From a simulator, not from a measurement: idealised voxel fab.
Documented hereafter: the process module known as voxel transistor to metal.
Cross-sectional view cut (width: 170 nm; square cell size: 5 nm).
Cross-section layout: square cells on a grid; listed as bands, top to bottom; a band spans one or more cell rows. Band: top height; bottom height; in nm. Then, left to right: material with width in nm, for each material. "throughout": a single material spanning edge to edge. "air": empty space. Height 0 is the level under which the wafer as received is all one material. The lowest band goes on downwards, as in "0 and below". The notation "30->40" denotes a width that varies across the rows of cells in the band, beginning at the first number in the top row, finishing at the second number in the bottom row, and changing by an identical amount from each row to the next. When a step is marked "changes: none", none of the cells in the cross-section changed during that step. Entry "Sealed cavities". Content: empty spaces with no open connection to the top, size 8 cells or greater. Each: width x height at distance. Distance: from left edge. Unit: nm. Heads up: the bit after the settings on a step's line is the simulator's remark on that step. Regarding "overlay nm": on a step with a mask, it is the distance the mask lay to the right of its planned place; a negative value places it to the left.

## plan
- 1: RECEIVE: material Si
- 2: CONFORMAL_DEP: material SiO2, thk nm 5
- 3: CONFORMAL_DEP: material SiN, thk nm 15
- 4: DIRECTIONAL_DEP: material aC, thk nm 10
- 5: PATTERN: tone cover, mask id ACTIVE, material resist, width nm 95, thk nm 25, overlay nm 0
- 6: DIRECTIONAL_ETCH: etch materials aC, depth nm 10
- 7: STRIP: etch materials resist
- 8: DIRECTIONAL_ETCH: etch materials SiN, depth nm 15
- 9: DIRECTIONAL_ETCH: etch materials SiO2, depth nm 5
- 10: DIRECTIONAL_ETCH: etch materials Si, depth nm 35
- 11: STRIP: etch materials aC
- 12: OXIDIZE: depth nm 5
- 13: FILL_DEP: material SiO2, thk nm 10
- 14: CMP: height nm 20
- 15: SELECTIVE_ETCH: etch materials SiO2, depth nm 10
- 16: STRIP: etch materials SiN
- 17: SELECTIVE_ETCH: etch materials SiO2, depth nm 5
- 18: OXIDIZE: depth nm 5
- 19: DIRECTIONAL_DEP: material polySi, thk nm 20
- 20: DIRECTIONAL_DEP: material SiCN, thk nm 15
- 21: MASKED_ETCH: tone cover, mask id GATE, width nm 15, etch materials SiCN, depth nm 25, overlay nm 0
- 22: MASKED_ETCH: tone cover, mask id GATE, width nm 15, etch materials polySi, depth nm 30, overlay nm 0
- 23: CONFORMAL_DEP: material SiN, thk nm 10
- 24: DIRECTIONAL_ETCH: etch materials SiN, depth nm 10
- 25: DIRECTIONAL_ETCH: etch materials SiO2, depth nm 5
- 26: DIRECTIONAL_ETCH: etch materials Si, depth nm 5
- 27: EPI: material SiGe, thk nm 10
- 28: FILL_DEP: material SiO2, thk nm 10
- 29: CMP: height nm 35
- 30: DIRECTIONAL_DEP: material SiO2, thk nm 15
- 31: DIRECTIONAL_DEP: material aC, thk nm 15
- 32: PATTERN: tone open, mask id CONTACT, material resist, width nm 15, pitch nm 70, thk nm 30, overlay nm 0
- 33: DIRECTIONAL_ETCH: etch materials aC, depth nm 15
- 34: STRIP: etch materials resist
- 35: DIRECTIONAL_ETCH: etch materials SiO2, depth nm 50
- 36: STRIP: etch materials aC
- 37: CONFORMAL_DEP: material TiN, thk nm 5
- 38: FILL_DEP: material Ru, thk nm 10
- 39: CMP: height nm 50
- 40: DIRECTIONAL_DEP: material TiN, thk nm 5
- 41: DIRECTIONAL_DEP: material W, thk nm 25
- 42: PATTERN: tone cover, mask id METAL_1, material resist, width nm 15, pitch nm 70, thk nm 20, overlay nm 0
- 43: DIRECTIONAL_ETCH: etch materials W, depth nm 25
- 44: DIRECTIONAL_ETCH: etch materials TiN, depth nm 5
- 45: STRIP: etch materials resist
- 46: FILL_DEP: material lowk, thk nm 10
- 47: CMP: height nm 80
- 48: CONFORMAL_DEP: material SiCN, thk nm 5

## First wafer out of two, processed as planned

## So this is the incoming wafer in cross-section - it's already been through step 1
0 and below: Si throughout
Sealed cavities: none

## The wafer in cross-section once step 2 is complete
5 down to 0: SiO2 throughout
No changes below 0.

## The wafer in cross-section once step 3 is complete
20 down to 5: SiN throughout
No changes below 5.

## The wafer in cross-section once step 4 is complete
30 down to 20: aC throughout
No changes below 20.

## The wafer in cross-section once step 5 is complete
55 down to 30: air=35; resist=95; air=40
No changes below 30.

## The wafer in cross-section once step 6 is complete
45 down to 30: air=35; resist=95; air=40
30 down to 20: air=35; aC=95; air=40
No changes below 20.

## The wafer in cross-section once step 7 is complete
30 down to 20: air=35; aC=95; air=40
No changes below 20.

## The wafer in cross-section once step 8 is complete
30 down to 20: air=35; aC=95; air=40
20 down to 5: air=35; SiN=95; air=40
No changes below 5.

## The wafer in cross-section once step 9 is complete
30 down to 20: air=35; aC=95; air=40
20 down to 5: air=35; SiN=95; air=40
5 down to 0: air=35; SiO2=95; air=40
No changes below 0.

## The wafer in cross-section once step 10 is complete
30 down to 20: air=35; aC=95; air=40
20 down to 5: air=35; SiN=95; air=40
5 down to 0: air=35; SiO2=95; air=40
0 down to -35: air=35; Si=95; air=40
No changes below -35.

## The wafer in cross-section once step 11 is complete
20 down to 5: air=35; SiN=95; air=40
No changes below 5.

## The wafer in cross-section once step 12 is complete
20 down to 5: air=35; SiN=95; air=40
5 down to 0: air=35; SiO2=95; air=40
0 down to -35: air=35; SiO2=5; Si=85; SiO2=5; air=40
-35 down to -40: SiO2=40; Si=85; SiO2=45
No changes below -40.

## The wafer in cross-section once step 13 is complete
30 down to 20: SiO2 throughout
20 down to 5: SiO2=35; SiN=95; SiO2=40
5 down to 0: SiO2 throughout
0 down to -40: SiO2=40; Si=85; SiO2=45
No changes below -40.

## The wafer in cross-section once step 14 is complete
20 down to 5: SiO2=35; SiN=95; SiO2=40
No changes below 5.

## The wafer in cross-section once step 15 is complete
20 down to 10: air=35; SiN=95; air=40
No changes below 10.

## The wafer in cross-section once step 16 is complete
10 down to 5: SiO2=35; air=95; SiO2=40
No changes below 5.

## The wafer in cross-section once step 17 is complete
5 down to 0: SiO2=30; air=105; SiO2=35
No changes below 0.

## The wafer in cross-section once step 18 is complete
5 down to 0: SiO2=30; air=105; SiO2=35
0 down to -5: SiO2 throughout
No changes below -5.

## The wafer in cross-section once step 19 is complete
25 down to 20: polySi=30; air=105; polySi=35
20 down to 5: polySi throughout
5 down to 0: SiO2=30; polySi=105; SiO2=35
No changes below 0.

## The wafer in cross-section once step 20 is complete
40 down to 35: SiCN=30; air=105; SiCN=35
35 down to 25: SiCN throughout
25 down to 20: polySi=30; SiCN=105; polySi=35
No changes below 20.

## The wafer in cross-section once step 21 is complete
35 down to 25: air=75; SiCN=15; air=80
25 down to 20: polySi=30; air=45; SiCN=15; air=45; polySi=35
No changes below 20.

## The wafer in cross-section once step 22 is complete
35 down to 20: air=75; SiCN=15; air=80
20 down to 5: air=75; polySi=15; air=80
5 down to 0: SiO2=30; air=45; polySi=15; air=45; SiO2=35
No changes below 0.

## The wafer in cross-section once step 23 is complete
45 down to 35: air=65; SiN=35; air=70
35 down to 20: air=65; SiN=10; SiCN=15; SiN=10; air=70
20 down to 15: air=65; SiN=10; polySi=15; SiN=10; air=70
15 down to 10: SiN=40; air=25; SiN=10; polySi=15; SiN=10; air=25; SiN=45
10 down to 5: SiN=75; polySi=15; SiN=80
5 down to 0: SiO2=30; SiN=45; polySi=15; SiN=45; SiO2=35
No changes below 0.

## The wafer in cross-section once step 24 is complete
35 down to 20: air=65; SiN=10; SiCN=15; SiN=10; air=70
20 down to 5: air=65; SiN=10; polySi=15; SiN=10; air=70
5 down to 0: SiO2=30; SiN=10; air=25; SiN=10; polySi=15; SiN=10; air=25; SiN=10; SiO2=35
No changes below 0.

## The wafer in cross-section once step 25 is complete
35 down to 20: air=65; SiN=10; SiCN=15; SiN=10; air=70
20 down to 5: air=65; SiN=10; polySi=15; SiN=10; air=70
5 down to 0: air=30; SiN=10; air=25; SiN=10; polySi=15; SiN=10; air=25; SiN=10; air=35
0 down to -5: SiO2=40; air=25; SiO2=35; air=25; SiO2=45
No changes below -5.

## The wafer in cross-section once step 26 is complete
35 down to 20: air=65; SiN=10; SiCN=15; SiN=10; air=70
20 down to 5: air=65; SiN=10; polySi=15; SiN=10; air=70
5 down to 0: air=30; SiN=10; air=25; SiN=10; polySi=15; SiN=10; air=25; SiN=10; air=35
0 down to -5: SiO2=40; air=25; SiO2=35; air=25; SiO2=45
-5 down to -10: SiO2=40; air=25; Si=35; air=25; SiO2=45
No changes below -10.

## The wafer in cross-section once step 27 is complete
35 down to 20: air=65; SiN=10; SiCN=15; SiN=10; air=70
20 down to 5: air=65; SiN=10; polySi=15; SiN=10; air=70
5 down to 0: air=30; SiN=10; air=15; SiGe=10; SiN=10; polySi=15; SiN=10; SiGe=10; air=15; SiN=10; air=35
0 down to -5: SiO2=40; SiGe=25; SiO2=35; SiGe=25; SiO2=45
-5 down to -10: SiO2=40; SiGe=25; Si=35; SiGe=25; SiO2=45
No changes below -10.

## The wafer in cross-section once step 28 is complete
45 down to 35: SiO2 throughout
35 down to 20: SiO2=65; SiN=10; SiCN=15; SiN=10; SiO2=70
20 down to 5: SiO2=65; SiN=10; polySi=15; SiN=10; SiO2=70
5 down to 0: SiO2=30; SiN=10; SiO2=15; SiGe=10; SiN=10; polySi=15; SiN=10; SiGe=10; SiO2=15; SiN=10; SiO2=35
No changes below 0.

## The wafer in cross-section once step 29 is complete
35 down to 20: SiO2=65; SiN=10; SiCN=15; SiN=10; SiO2=70
No changes below 20.

## The wafer in cross-section once step 30 is complete
50 down to 35: SiO2 throughout
No changes below 35.

## The wafer in cross-section once step 31 is complete
65 down to 50: aC throughout
No changes below 50.

## The wafer in cross-section once step 32 is complete
95 down to 65: resist=40; air=15; resist=55; air=15; resist=45
No changes below 65.

## The wafer in cross-section once step 33 is complete
80 down to 65: resist=40; air=15; resist=55; air=15; resist=45
65 down to 50: aC=40; air=15; aC=55; air=15; aC=45
No changes below 50.

## The wafer in cross-section once step 34 is complete
65 down to 50: aC=40; air=15; aC=55; air=15; aC=45
No changes below 50.

## The wafer in cross-section once step 35 is complete
65 down to 50: aC=40; air=15; aC=55; air=15; aC=45
50 down to 35: SiO2=40; air=15; SiO2=55; air=15; SiO2=45
35 down to 20: SiO2=40; air=15; SiO2=10; SiN=10; SiCN=15; SiN=10; SiO2=10; air=15; SiO2=45
20 down to 5: SiO2=40; air=15; SiO2=10; SiN=10; polySi=15; SiN=10; SiO2=10; air=15; SiO2=45
5 down to 0: SiO2=30; SiN=10; air=15; SiGe=10; SiN=10; polySi=15; SiN=10; SiGe=10; air=15; SiN=10; SiO2=35
No changes below 0.

## The wafer in cross-section once step 36 is complete
50 down to 35: SiO2=40; air=15; SiO2=55; air=15; SiO2=45
No changes below 35.

## The wafer in cross-section once step 37 is complete
55 down to 50: TiN=45; air=5; TiN=65; air=5; TiN=50
50 down to 35: SiO2=40; TiN=5; air=5; TiN=5; SiO2=55; TiN=5; air=5; TiN=5; SiO2=45
35 down to 20: SiO2=40; TiN=5; air=5; TiN=5; SiO2=10; SiN=10; SiCN=15; SiN=10; SiO2=10; TiN=5; air=5; TiN=5; SiO2=45
20 down to 5: SiO2=40; TiN=5; air=5; TiN=5; SiO2=10; SiN=10; polySi=15; SiN=10; SiO2=10; TiN=5; air=5; TiN=5; SiO2=45
5 down to 0: SiO2=30; SiN=10; TiN=15; SiGe=10; SiN=10; polySi=15; SiN=10; SiGe=10; TiN=15; SiN=10; SiO2=35
No changes below 0.

## The wafer in cross-section once step 38 is complete
65 down to 55: Ru throughout
55 down to 50: TiN=45; Ru=5; TiN=65; Ru=5; TiN=50
50 down to 35: SiO2=40; TiN=5; Ru=5; TiN=5; SiO2=55; TiN=5; Ru=5; TiN=5; SiO2=45
35 down to 20: SiO2=40; TiN=5; Ru=5; TiN=5; SiO2=10; SiN=10; SiCN=15; SiN=10; SiO2=10; TiN=5; Ru=5; TiN=5; SiO2=45
20 down to 5: SiO2=40; TiN=5; Ru=5; TiN=5; SiO2=10; SiN=10; polySi=15; SiN=10; SiO2=10; TiN=5; Ru=5; TiN=5; SiO2=45
No changes below 5.

## The wafer in cross-section once step 39 is complete
50 down to 35: SiO2=40; TiN=5; Ru=5; TiN=5; SiO2=55; TiN=5; Ru=5; TiN=5; SiO2=45
No changes below 35.

## The wafer in cross-section once step 40 is complete
55 down to 50: TiN throughout
No changes below 50.

## The wafer in cross-section once step 41 is complete
80 down to 55: W throughout
No changes below 55.

## The wafer in cross-section once step 42 is complete
100 down to 80: air=40; resist=15; air=55; resist=15; air=45
No changes below 80.

## The wafer in cross-section once step 43 is complete
100 down to 80: air=40; resist=15; air=55; resist=15; air=45
80 down to 55: air=40; W=15; air=55; W=15; air=45
No changes below 55.

## The wafer in cross-section once step 44 is complete
100 down to 80: air=40; resist=15; air=55; resist=15; air=45
80 down to 55: air=40; W=15; air=55; W=15; air=45
55 down to 50: air=40; TiN=15; air=55; TiN=15; air=45
No changes below 50.

## The wafer in cross-section once step 45 is complete
80 down to 55: air=40; W=15; air=55; W=15; air=45
No changes below 55.

## The wafer in cross-section once step 46 is complete
90 down to 80: lowk throughout
80 down to 55: lowk=40; W=15; lowk=55; W=15; lowk=45
55 down to 50: lowk=40; TiN=15; lowk=55; TiN=15; lowk=45
No changes below 50.

## The wafer in cross-section once step 47 is complete
80 down to 55: lowk=40; W=15; lowk=55; W=15; lowk=45
No changes below 55.

## The wafer in cross-section once step 48 is complete
85 down to 80: SiCN throughout
No changes below 80.

## Here the second wafer is described. Its start and its plan were those of the first wafer. Its run contained one mistake. Up to and including step 29, it did exactly what the first wafer did

## Second wafer cross-section, taken as of the time the plan sets for step 30 to be done
65 down to 35: SiO2 throughout
No changes below 35.

## Second wafer cross-section, taken as of the time the plan sets for step 31 to be done
80 down to 65: aC throughout
No changes below 65.

## Second wafer cross-section, taken as of the time the plan sets for step 32 to be done
110 down to 80: resist=40; air=15; resist=55; air=15; resist=45
No changes below 80.

## Second wafer cross-section, taken as of the time the plan sets for step 33 to be done
95 down to 80: resist=40; air=15; resist=55; air=15; resist=45
80 down to 65: aC=40; air=15; aC=55; air=15; aC=45
No changes below 65.

## Second wafer cross-section, taken as of the time the plan sets for step 34 to be done
80 down to 65: aC=40; air=15; aC=55; air=15; aC=45
No changes below 65.

## Second wafer cross-section, taken as of the time the plan sets for step 35 to be done
80 down to 65: aC=40; air=15; aC=55; air=15; aC=45
65 down to 35: SiO2=40; air=15; SiO2=55; air=15; SiO2=45
35 down to 20: SiO2=40; air=15; SiO2=10; SiN=10; SiCN=15; SiN=10; SiO2=10; air=15; SiO2=45
20 down to 15: SiO2=40; air=15; SiO2=10; SiN=10; polySi=15; SiN=10; SiO2=10; air=15; SiO2=45
No changes below 15.

## Second wafer cross-section, taken as of the time the plan sets for step 36 to be done
65 down to 35: SiO2=40; air=15; SiO2=55; air=15; SiO2=45
No changes below 35.

## Second wafer cross-section, taken as of the time the plan sets for step 37 to be done
70 down to 65: TiN=45; air=5; TiN=65; air=5; TiN=50
65 down to 35: SiO2=40; TiN=5; air=5; TiN=5; SiO2=55; TiN=5; air=5; TiN=5; SiO2=45
35 down to 20: SiO2=40; TiN=5; air=5; TiN=5; SiO2=10; SiN=10; SiCN=15; SiN=10; SiO2=10; TiN=5; air=5; TiN=5; SiO2=45
20 down to 15: SiO2=40; TiN=15; SiO2=10; SiN=10; polySi=15; SiN=10; SiO2=10; TiN=15; SiO2=45
No changes below 15.

## Second wafer cross-section, taken as of the time the plan sets for step 38 to be done
80 down to 70: Ru throughout
70 down to 65: TiN=45; Ru=5; TiN=65; Ru=5; TiN=50
65 down to 35: SiO2=40; TiN=5; Ru=5; TiN=5; SiO2=55; TiN=5; Ru=5; TiN=5; SiO2=45
35 down to 20: SiO2=40; TiN=5; Ru=5; TiN=5; SiO2=10; SiN=10; SiCN=15; SiN=10; SiO2=10; TiN=5; Ru=5; TiN=5; SiO2=45
No changes below 20.

## Second wafer cross-section, taken as of the time the plan sets for step 39 to be done
50 down to 35: SiO2=40; TiN=5; Ru=5; TiN=5; SiO2=55; TiN=5; Ru=5; TiN=5; SiO2=45
No changes below 35.

## Second wafer cross-section, taken as of the time the plan sets for step 40 to be done
55 down to 50: TiN throughout
No changes below 50.

## Second wafer cross-section, taken as of the time the plan sets for step 41 to be done
80 down to 55: W throughout
No changes below 55.

## Second wafer cross-section, taken as of the time the plan sets for step 42 to be done
100 down to 80: air=40; resist=15; air=55; resist=15; air=45
No changes below 80.

## Second wafer cross-section, taken as of the time the plan sets for step 43 to be done
100 down to 80: air=40; resist=15; air=55; resist=15; air=45
80 down to 55: air=40; W=15; air=55; W=15; air=45
No changes below 55.

## Second wafer cross-section, taken as of the time the plan sets for step 44 to be done
100 down to 80: air=40; resist=15; air=55; resist=15; air=45
80 down to 55: air=40; W=15; air=55; W=15; air=45
55 down to 50: air=40; TiN=15; air=55; TiN=15; air=45
No changes below 50.

## Second wafer cross-section, taken as of the time the plan sets for step 45 to be done
80 down to 55: air=40; W=15; air=55; W=15; air=45
No changes below 55.

## Second wafer cross-section, taken as of the time the plan sets for step 46 to be done
90 down to 80: lowk throughout
80 down to 55: lowk=40; W=15; lowk=55; W=15; lowk=45
55 down to 50: lowk=40; TiN=15; lowk=55; TiN=15; lowk=45
No changes below 50.

## Second wafer cross-section, taken as of the time the plan sets for step 47 to be done
80 down to 55: lowk=40; W=15; lowk=55; W=15; lowk=45
No changes below 55.

## Second wafer cross-section, taken as of the time the plan sets for step 48 to be done
85 down to 80: SiCN throughout
No changes below 80.
So what did we get wrong on this run? step 30 of the plan was executed twice over
Per the end-of-run cell counts, the second wafer holds more or fewer of some materials than the first: Ru: 6 fewer | SiO2: 18 more | TiN: 12 fewer
